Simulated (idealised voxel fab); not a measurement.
You're looking at the process module voxel spacer lines.
It is cross-section cut that appears here, measuring 225 nm in width, its square cells being 5 nm in size.
For the purposes of this document, a cross-section shall be understood as a grid of square cells, specified as bands listed in top-to-bottom order, each band consisting of one or more rows of cells.
Band entry format. Leading values: height of top, height of bottom, nm. Remainder: materials in left-to-right order, each with its width in nm. Special words: "full width" on a single material, which then fills the band edge to edge; "empty", empty space.
Measure heights from 0. That's the level where, below it, the as-received wafer is all one material. The lowest band is bottomless and extends downward; write it as in "0 down".
When a width is written as two numbers, as in "30 to 40", the first number is the width in the top row of cells of the band and the second is the width in its bottom row, and the width changes by the same amount from each row to the next.
"no change occurred" means the step left every cell of the cross-section as it was.
What "Closed internal cavities" gives you is every empty space of 8 cells or more that is cut off from the top. Each appears as width x height at distance, with the distance taken from the left edge and width, height and distance all in nm.
Anything after a step's settings on that line? It's the simulator's own note about the step.
overlay nm, on a step with a mask: how far to the right of its planned place the mask lay; to the left if negative

List of planned process steps:
step 1: RECEIVE [material Si]
step 2: CONFORMAL_DEP [material Al2O3] [thk nm 10]
step 3: DIRECTIONAL_DEP [material polySi] [thk nm 15]
step 4: DIRECTIONAL_DEP [material aC] [thk nm 30]
step 5: PATTERN [tone cover] [mask id MANDREL] [material resist] [width nm 20] [pitch nm 60] [thk nm 35] [overlay nm 0]
step 6: DIRECTIONAL_ETCH [etch materials aC] [depth nm 30]
step 7: STRIP [etch materials resist]
step 8: CONFORMAL_DEP [material SiO2] [thk nm 10]
step 9: DIRECTIONAL_ETCH [etch materials SiO2] [depth nm 10]
step 10: STRIP [etch materials aC]
step 11: DIRECTIONAL_ETCH [etch materials polySi] [depth nm 15]
step 12: STRIP [etch materials SiO2]

First of two wafers, with the run carried out as planned:

Cross-section: wafer on arrival = after step 1:
> 0 down = Si full width
> Closed internal cavities: none

The wafer in cross-section once step 2 is complete:
> 10 to 0 = Al2O3 full width
> Below 0 it's all the same as before, nothing changed down there.

The wafer in cross-section once step 3 is complete:
> 25 to 10 = polySi full width
> Below 10 it's all the same as before, nothing changed down there.

The wafer in cross-section once step 4 is complete:
> 55 to 25 = aC full width
> Below 25 it's all the same as before, nothing changed down there.

The wafer in cross-section once step 5 is complete:
> 90 to 55 = empty=70  resist=20  empty=40  resist=20  empty=75
> Below 55 it's all the same as before, nothing changed down there.

The wafer in cross-section once step 6 is complete:
> 60 to 55 = empty=70  resist=20  empty=40  resist=20  empty=75
> 55 to 25 = empty=70  aC=20  empty=40  aC=20  empty=75
> Below 25 it's all the same as before, nothing changed down there.

The wafer in cross-section once step 7 is complete:
> 55 to 25 = empty=70  aC=20  empty=40  aC=20  empty=75
> Below 25 it's all the same as before, nothing changed down there.

The wafer in cross-section once step 8 is complete:
> 65 to 55 = empty=60  SiO2=40  empty=20  SiO2=40  empty=65
> 55 to 35 = empty=60  SiO2=10  aC=20  SiO2=10  empty=20  SiO2=10  aC=20  SiO2=10  empty=65
> 35 to 25 = SiO2=70  aC=20  SiO2=40  aC=20  SiO2=75
> Below 25 it's all the same as before, nothing changed down there.

The wafer in cross-section once step 9 is complete:
> 55 to 25 = empty=60  SiO2=10  aC=20  SiO2=10  empty=20  SiO2=10  aC=20  SiO2=10  empty=65
> Below 25 it's all the same as before, nothing changed down there.

The wafer in cross-section once step 10 is complete:
> 55 to 25 = empty=60  SiO2=10  empty=20  SiO2=10  empty=20  SiO2=10  empty=20  SiO2=10  empty=65
> Below 25 it's all the same as before, nothing changed down there.

The wafer in cross-section once step 11 is complete:
> 55 to 25 = empty=60  SiO2=10  empty=20  SiO2=10  empty=20  SiO2=10  empty=20  SiO2=10  empty=65
> 25 to 10 = empty=60  polySi=10  empty=20  polySi=10  empty=20  polySi=10  empty=20  polySi=10  empty=65
> Below 10 it's all the same as before, nothing changed down there.

The wafer in cross-section once step 12 is complete:
> 25 to 10 = empty=60  polySi=10  empty=20  polySi=10  empty=20  polySi=10  empty=20  polySi=10  empty=65
> Below 10 it's all the same as before, nothing changed down there.

Second wafer, same starting conditions and recipe as the first, one mistake in executing it, nothing differs from the first up to and including step 2:

Cross-section: second wafer, time at which step 3 was scheduled to end:
> 40 to 10 = polySi full width
> Below 10 it's all the same as before, nothing changed down there.

Cross-section: second wafer, time at which step 4 was scheduled to end:
> 70 to 40 = aC full width
> Below 40 it's all the same as before, nothing changed down there.

Cross-section: second wafer, time at which step 5 was scheduled to end:
> 105 to 70 = empty=70  resist=20  empty=40  resist=20  empty=75
> Below 70 it's all the same as before, nothing changed down there.

Cross-section: second wafer, time at which step 6 was scheduled to end:
> 75 to 70 = empty=70  resist=20  empty=40  resist=20  empty=75
> 70 to 40 = empty=70  aC=20  empty=40  aC=20  empty=75
> Below 40 it's all the same as before, nothing changed down there.

Cross-section: second wafer, time at which step 7 was scheduled to end:
> 70 to 40 = empty=70  aC=20  empty=40  aC=20  empty=75
> Below 40 it's all the same as before, nothing changed down there.

Cross-section: second wafer, time at which step 8 was scheduled to end:
> 80 to 70 = empty=60  SiO2=40  empty=20  SiO2=40  empty=65
> 70 to 50 = empty=60  SiO2=10  aC=20  SiO2=10  empty=20  SiO2=10  aC=20  SiO2=10  empty=65
> 50 to 40 = SiO2=70  aC=20  SiO2=40  aC=20  SiO2=75
> Below 40 it's all the same as before, nothing changed down there.

Cross-section: second wafer, time at which step 9 was scheduled to end:
> 70 to 40 = empty=60  SiO2=10  aC=20  SiO2=10  empty=20  SiO2=10  aC=20  SiO2=10  empty=65
> Below 40 it's all the same as before, nothing changed down there.

Cross-section: second wafer, time at which step 10 was scheduled to end:
> 70 to 40 = empty=60  SiO2=10  empty=20  SiO2=10  empty=20  SiO2=10  empty=20  SiO2=10  empty=65
> Below 40 it's all the same as before, nothing changed down there.

Cross-section: second wafer, time at which step 11 was scheduled to end:
> 70 to 40 = empty=60  SiO2=10  empty=20  SiO2=10  empty=20  SiO2=10  empty=20  SiO2=10  empty=65
> 40 to 25 = empty=60  polySi=10  empty=20  polySi=10  empty=20  polySi=10  empty=20  polySi=10  empty=65
> Below 25 it's all the same as before, nothing changed down there.

Cross-section: second wafer, time at which step 12 was scheduled to end:
> 40 to 25 = empty=60  polySi=10  empty=20  polySi=10  empty=20  polySi=10  empty=20  polySi=10  empty=65
> Below 25 it's all the same as before, nothing changed down there.
Error vs. plan: plan step 3 was conducted twice
Counted in cells at the end, the second wafer holds more or fewer of these materials than the first: polySi: 135 more
